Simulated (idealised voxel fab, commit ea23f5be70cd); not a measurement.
Documented hereafter: the process module known as voxel air gaps.
Pictured: cross-section cut, 175 nm wide, on a grid of 5 nm square cells.
Heads up, the way a cross-section reads in here is a grid of square cells, handed over as bands from the top down, with every band being one or more rows of cells.
Read a band's entry like this: the first values are the height of its top and the height of its bottom in nm, and what follows is the sequence of materials from left to right, each with its width in nm. Note that "empty" is empty space, and that a single material marked "throughout" reaches across the band from edge to edge.
Where do heights start? At 0: under that level the wafer as delivered is made of one material only. And the lowest band has no floor; it just carries on downward, as in "0 and below".
The notation "30 to 40" denotes a width that varies across the rows of cells in the band, beginning at the first number in the top row, finishing at the second number in the bottom row, and changing by an identical amount from each row to the next.
"all unchanged" after a step means that no cell of the cross-section changed.
Listed in "Cavities, closed": every empty space of 8 or more cells without an open way to the top. Form: width x height at distance, the distance being from the left edge, all in nm.
Past the settings on a step's line: simulator remark, on that step.
overlay nm: step with mask; distance mask lay right of planned place; negative value = left of planned place.
### Here's what the planned process steps look like
1) RECEIVE [material Si]
2) CONFORMAL_DEP [material SiO2] [thk nm 15]
3) CONFORMAL_DEP [material SiN] [thk nm 5]
4) DIRECTIONAL_DEP [material SiO2] [thk nm 35]
5) MASKED_ETCH [tone open] [mask id LINES] [width nm 15] [pitch nm 40] [etch materials SiO2] [depth nm 35] [overlay nm 0]
6) CONFORMAL_DEP [material TiN] [thk nm 5]
7) FILL_DEP [material Cu] [thk nm 10]
8) CMP [height nm 55]
9) EPI [material Ru] [thk nm 10]
10) SELECTIVE_ETCH [etch materials SiO2] [depth nm 45]
11) CONFORMAL_DEP [material SiCN] [thk nm 5]
### As received (post step 1): cross-section
* 0 and below = Si throughout
* Cavities, closed: none
### Result of the module, cross-sectioned: start per above, plan per above, one error in how it was run
* 70 down to 65 = SiCN throughout
* 65 down to 55 = 5 SiCN, 165 Ru, 5 SiCN
* 55 down to 50 = 15 SiCN, 5 TiN, 15 Cu, 5 TiN, 15 SiO2, 5 TiN, 15 Cu, 5 TiN, 15 SiO2, 5 TiN, 15 Cu, 5 TiN, 15 SiO2, 5 TiN, 15 Cu, 5 TiN, 15 SiCN
* 50 down to 25 = 10 empty, 5 SiCN, 5 TiN, 15 Cu, 5 TiN, 15 SiO2, 5 TiN, 15 Cu, 5 TiN, 15 SiO2, 5 TiN, 15 Cu, 5 TiN, 15 SiO2, 5 TiN, 15 Cu, 5 TiN, 5 SiCN, 10 empty
* 25 down to 20 = 15 SiCN, 25 TiN, 15 SiO2, 25 TiN, 15 SiO2, 25 TiN, 15 SiO2, 25 TiN, 15 SiCN
* 20 down to 15 = SiN throughout
* 15 down to 0 = SiO2 throughout
* 0 and below = Si throughout
* Cavities, closed: 10 x 25 at 0; 10 x 25 at 165
Nonconformance to the process plan: step 5 ran with different settings than intended, the actual operation and settings being MASKED_ETCH [tone open] [mask id LINES] [width nm 25] [pitch nm 40] [etch materials SiO2] [depth nm 35] [overlay nm 0]
